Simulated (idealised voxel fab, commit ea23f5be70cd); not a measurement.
Process module under the name voxel self aligned vias
Cross-section cut: width 145 nm, square cells of 5 nm.
A cross-section is written here as square cells arranged in a grid, and it is given in bands from the top down, each band taking up one or more rows of cells. Top height, bottom height, nm. Materials left to right, width each, nm. Single material + "edge to edge" = fills band edge to edge. "empty" = empty. Basically, 0 is our baseline, since under it the wafer straight out of the box is all one material. The bottom band has no lower end and keeps on going down, so it looks like "z 0 and below". Width spec "30 to 40" -> top row of cells at first value, bottom row at second value, equal per-row change in between. Where a step carries "no change", the cross-section came out of it unchanged, cell for cell. Listed in "Closed empty spaces": every empty space of 8 or more cells without an open way to the top. Form: width x height at distance, the distance being from the left edge, all in nm. after a step's settings: what the simulator itself notes on the step. The "overlay nm" setting may appear on a step's line; for a step that uses a mask, it gives how far to the right of its planned position the mask lay, and a negative value indicates the left.

### List of planned process steps
| 1 | RECEIVE with material Si |
| 2 | CONFORMAL_DEP with material SiO2, thk nm 15 |
| 3 | CONFORMAL_DEP with material SiCN, thk nm 5 |
| 4 | DIRECTIONAL_DEP with material SiO2, thk nm 20 |
| 5 | DIRECTIONAL_DEP with material aC, thk nm 15 |
| 6 | PATTERN with tone open, mask id LINES, material resist, width nm 25, pitch nm 65, thk nm 35, overlay nm 0 |
| 7 | DIRECTIONAL_ETCH with etch materials aC, depth nm 15 |
| 8 | STRIP with etch materials resist |
| 9 | DIRECTIONAL_ETCH with etch materials SiO2, depth nm 20 |
| 10 | STRIP with etch materials aC |
| 11 | CONFORMAL_DEP with material TiN, thk nm 5 |
| 12 | FILL_DEP with material Ru, thk nm 5 |
| 13 | CMP with height nm 40 |
| 14 | SELECTIVE_ETCH with etch materials W Ru TiN, depth nm 5 |
| 15 | FILL_DEP with material SiN, thk nm 5 |
| 16 | CMP with height nm 40 |
| 17 | DIRECTIONAL_DEP with material SiO2, thk nm 20 |
| 18 | DIRECTIONAL_DEP with material aC, thk nm 10 |
| 19 | PATTERN with tone open, mask id VIAS, material resist, width nm 45, thk nm 25, overlay nm 0 |
| 20 | DIRECTIONAL_ETCH with etch materials aC, depth nm 10 |
| 21 | STRIP with etch materials resist |
| 22 | DIRECTIONAL_ETCH with etch materials SiO2, depth nm 20 |
| 23 | DIRECTIONAL_ETCH with etch materials SiN, depth nm 5 |
| 24 | STRIP with etch materials aC |
| 25 | CONFORMAL_DEP with material TiN, thk nm 5 |
| 26 | FILL_DEP with material W, thk nm 10 |
| 27 | CMP with height nm 60 |
| 28 | CONFORMAL_DEP with material SiN, thk nm 5 |

### So this is the incoming wafer in cross-section - it's already been through step 1
* z 0 and below = Si edge to edge
* Closed empty spaces: none

### first wafer at the end, as planned
* z 65 to 60 = SiN edge to edge
* z 60 to 45 = SiO2: 15 | TiN: 5 | W: 35 | TiN: 5 | SiO2: 85
* z 45 to 40 = SiO2: 15 | TiN: 15 | W: 15 | TiN: 15 | SiO2: 85
* z 40 to 35 = SiO2: 25 | TiN: 25 | SiO2: 40 | SiN: 25 | SiO2: 30
* z 35 to 25 = SiO2: 25 | TiN: 5 | Ru: 15 | TiN: 5 | SiO2: 40 | TiN: 5 | Ru: 15 | TiN: 5 | SiO2: 30
* z 25 to 20 = SiO2: 25 | TiN: 25 | SiO2: 40 | TiN: 25 | SiO2: 30
* z 20 to 15 = SiCN edge to edge
* z 15 to 0 = SiO2 edge to edge
* z 0 and below = Si edge to edge
* Closed empty spaces: none

### The second wafer, shown in cross-section after the module: started the same way as the first and given the same plan, yet one mistake crept into how it was run
* z 65 to 60 = SiN edge to edge
* z 60 to 45 = SiO2: 15 | TiN: 5 | W: 35 | TiN: 5 | SiO2: 85
* z 45 to 40 = SiO2: 15 | TiN: 45 | SiO2: 85
* z 40 to 35 = SiCN edge to edge
* z 35 to 0 = SiO2 edge to edge
* z 0 and below = Si edge to edge
* Closed empty spaces: none
Diagnosis: steps 3 and 4 swapped
End of process, cell counts, second wafer against first, materials with more or fewer: Ru -12, SiN -5, SiO2 +40, TiN -20, W -3
